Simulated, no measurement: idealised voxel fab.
process module | voxel transistor to metal
cross-section cut | 245 nm wide | cells 5 nm
A cross-section is a grid of square cells, given in bands from the top down. A band is one or more rows of cells.
Each band's line starts with the height of the band's top and of its bottom, in nm. Then come its materials from left to right, each with its width in nm. One material with "throughout" fills the band from edge to edge. "air" is empty space.
Height 0 is the level under which the wafer as received is all one material. The lowest band goes on downwards, as in "0 down".
A width such as "30 to 40" changes by the same amount from each row of cells to the next, from the band's top row to its bottom row.
"no change" after a step means that no cell of the cross-section changed.
closed voids: empty space of 8 cells or more with no open way to the top, each as width x height at its distance from the left edge, in nm
after a step's settings: what the simulator itself notes on the step
overlay nm, on a step with a mask: how far to the right of its planned place the mask lay; to the left if negative
plan
1 op RECEIVE | material Si
2 op OXIDIZE | depth nm 5
3 op CONFORMAL_DEP | material SiN | thk nm 10
4 op MASKED_ETCH | tone cover | mask id ACTIVE | width nm 95 | pitch nm 115 | etch materials SiN | depth nm 10 | overlay nm 0
5 op MASKED_ETCH | tone cover | mask id ACTIVE | width nm 95 | pitch nm 115 | etch materials SiO2 | depth nm 5 | overlay nm 0
6 op MASKED_ETCH | tone cover | mask id ACTIVE | width nm 95 | pitch nm 115 | etch materials Si | depth nm 35 | overlay nm 0
7 op OXIDIZE | depth nm 5
8 op FILL_DEP | material SiO2 | thk nm 10
9 op CMP | height nm 10
10 op SELECTIVE_ETCH | etch materials SiO2 | depth nm 10
11 op STRIP | etch materials SiN
12 op SELECTIVE_ETCH | etch materials SiO2 | depth nm 5
13 op OXIDIZE | depth nm 5
14 op DIRECTIONAL_DEP | material polySi | thk nm 30
15 op DIRECTIONAL_DEP | material SiCN | thk nm 15
16 op MASKED_ETCH | tone cover | mask id GATE | width nm 25 | pitch nm 115 | etch materials SiCN | depth nm 25 | overlay nm 0
17 op MASKED_ETCH | tone cover | mask id GATE | width nm 25 | pitch nm 115 | etch materials polySi | depth nm 40 | overlay nm 0
18 op CONFORMAL_DEP | material SiN | thk nm 10
19 op DIRECTIONAL_ETCH | etch materials SiN | depth nm 10
20 op DIRECTIONAL_ETCH | etch materials SiO2 | depth nm 5
21 op DIRECTIONAL_ETCH | etch materials Si | depth nm 10
22 op EPI | material SiGe | thk nm 10
23 op FILL_DEP | material SiO2 | thk nm 5
24 op CMP | height nm 25
25 op STRIP | etch materials polySi
26 op SELECTIVE_ETCH | etch materials SiO2 | depth nm 5
27 op CONFORMAL_DEP | material HfO2 | thk nm 5
28 op CONFORMAL_DEP | material TiN | thk nm 5
29 op FILL_DEP | material W | thk nm 10
30 op CMP | height nm 20
31 op DIRECTIONAL_DEP | material SiO2 | thk nm 15
32 op DIRECTIONAL_DEP | material aC | thk nm 10
33 op PATTERN | tone open | mask id CONTACT | material resist | width nm 15 | thk nm 30 | overlay nm 0
34 op DIRECTIONAL_ETCH | etch materials aC | depth nm 10
35 op STRIP | etch materials resist
36 op DIRECTIONAL_ETCH | etch materials SiO2 | depth nm 45
37 op STRIP | etch materials aC
38 op CONFORMAL_DEP | material TiN | thk nm 5
39 op FILL_DEP | material W | thk nm 5
40 op CMP | height nm 35
41 op CONFORMAL_DEP | material SiCN | thk nm 5
42 op DIRECTIONAL_DEP | material lowk | thk nm 25
43 op DIRECTIONAL_DEP | material aC | thk nm 15
44 op PATTERN | tone open | mask id METAL_1 | material resist | width nm 15 | thk nm 35 | overlay nm 0
45 op DIRECTIONAL_ETCH | etch materials aC | depth nm 15
46 op STRIP | etch materials resist
47 op DIRECTIONAL_ETCH | etch materials lowk | depth nm 25
48 op DIRECTIONAL_ETCH | etch materials SiCN | depth nm 5
49 op STRIP | etch materials aC
50 op CONFORMAL_DEP | material TiN | thk nm 5
51 op FILL_DEP | material Cu | thk nm 10
52 op CMP | height nm 65
53 op CONFORMAL_DEP | material SiCN | thk nm 5
54 op DIRECTIONAL_DEP | material SiO2 | thk nm 25
55 op DIRECTIONAL_DEP | material aC | thk nm 10
56 op PATTERN | tone open | mask id METAL_2 | material resist | width nm 15 | pitch nm 115 | thk nm 25 | overlay nm 0
57 op DIRECTIONAL_ETCH | etch materials aC | depth nm 10
58 op STRIP | etch materials resist
59 op DIRECTIONAL_ETCH | etch materials SiO2 | depth nm 15
60 op STRIP | etch materials aC
61 op DIRECTIONAL_DEP | material aC | thk nm 15
62 op PATTERN | tone open | mask id METAL_2_HOLES | material resist | width nm 15 | pitch nm 115 | thk nm 35 | overlay nm 0
63 op DIRECTIONAL_ETCH | etch materials aC | depth nm 15
64 op STRIP | etch materials resist
65 op DIRECTIONAL_ETCH | etch materials SiO2 | depth nm 10
66 op DIRECTIONAL_ETCH | etch materials SiCN | depth nm 5
67 op STRIP | etch materials aC
68 op CONFORMAL_DEP | material TiN | thk nm 5
69 op FILL_DEP | material Cu | thk nm 10
70 op CMP | height nm 95
71 op CONFORMAL_DEP | material SiN | thk nm 5
as received, after step 1
  0 down: Si throughout
  closed voids: none
a wafer at the end: this start, this plan, one mistake
  100 to 95: SiN throughout
  95 to 70: SiO2 20 | TiN 5 | Cu 5 | TiN 5 | SiO2 100 | TiN 5 | Cu 5 | TiN 5 | SiO2 95
  70 to 65: SiCN 20 | TiN 15 | SiCN 100 | TiN 15 | SiCN 95
  65 to 40: lowk 20 | TiN 5 | Cu 5 | TiN 5 | lowk 55 | TiN 5 | Cu 5 | TiN 5 | lowk 30 | TiN 5 | Cu 5 | TiN 5 | lowk 55 | TiN 5 | Cu 5 | TiN 5 | lowk 25
  40 to 35: SiCN 20 | TiN 15 | SiCN 55 | TiN 15 | SiCN 30 | TiN 15 | SiCN 55 | TiN 15 | SiCN 25
  35 to 20: SiO2 20 | TiN 5 | W 5 | TiN 5 | SiO2 55 | TiN 5 | W 5 | TiN 5 | SiO2 30 | TiN 5 | W 5 | TiN 5 | SiO2 55 | TiN 5 | W 5 | TiN 5 | SiO2 25
  20 to 5: SiO2 20 | TiN 5 | W 5 | TiN 5 | SiO2 5 | SiN 10 | HfO2 5 | TiN 5 | W 5 | TiN 5 | HfO2 5 | SiN 10 | SiO2 5 | TiN 5 | W 5 | TiN 5 | SiO2 30 | TiN 5 | W 5 | TiN 5 | SiO2 5 | SiN 10 | HfO2 5 | TiN 5 | W 5 | TiN 5 | HfO2 5 | SiN 10 | SiO2 5 | TiN 5 | W 5 | TiN 5 | SiO2 25
  5 to 0: SiO2 20 | TiN 15 | SiO2 5 | SiN 10 | HfO2 5 | TiN 5 | W 5 | TiN 5 | HfO2 5 | SiN 10 | SiO2 5 | TiN 15 | SiO2 30 | TiN 15 | SiO2 5 | SiN 10 | HfO2 5 | TiN 5 | W 5 | TiN 5 | HfO2 5 | SiN 10 | SiO2 5 | TiN 15 | SiO2 25
  0 to -5: SiO2 20 | TiN 10 | SiGe 10 | SiN 10 | HfO2 5 | TiN 15 | HfO2 5 | SiN 10 | SiGe 10 | TiN 10 | SiO2 30 | TiN 10 | SiGe 10 | SiN 10 | HfO2 5 | TiN 15 | HfO2 5 | SiN 10 | SiGe 10 | TiN 10 | SiO2 25
  -5 to -10: SiO2 20 | TiN 10 | SiGe 10 | SiO2 5 | HfO2 35 | SiO2 5 | SiGe 10 | TiN 10 | SiO2 30 | TiN 10 | SiGe 10 | SiO2 5 | HfO2 35 | SiO2 5 | SiGe 10 | TiN 10 | SiO2 25
  -10 to -20: SiO2 20 | SiGe 20 | Si 45 | SiGe 20 | SiO2 30 | SiGe 20 | Si 45 | SiGe 20 | SiO2 25
  -20 to -80: SiO2 20 | Si 85 | SiO2 30 | Si 85 | SiO2 25
  -80 down: Si throughout
  closed voids: none
what went wrong: step 6 was run twice
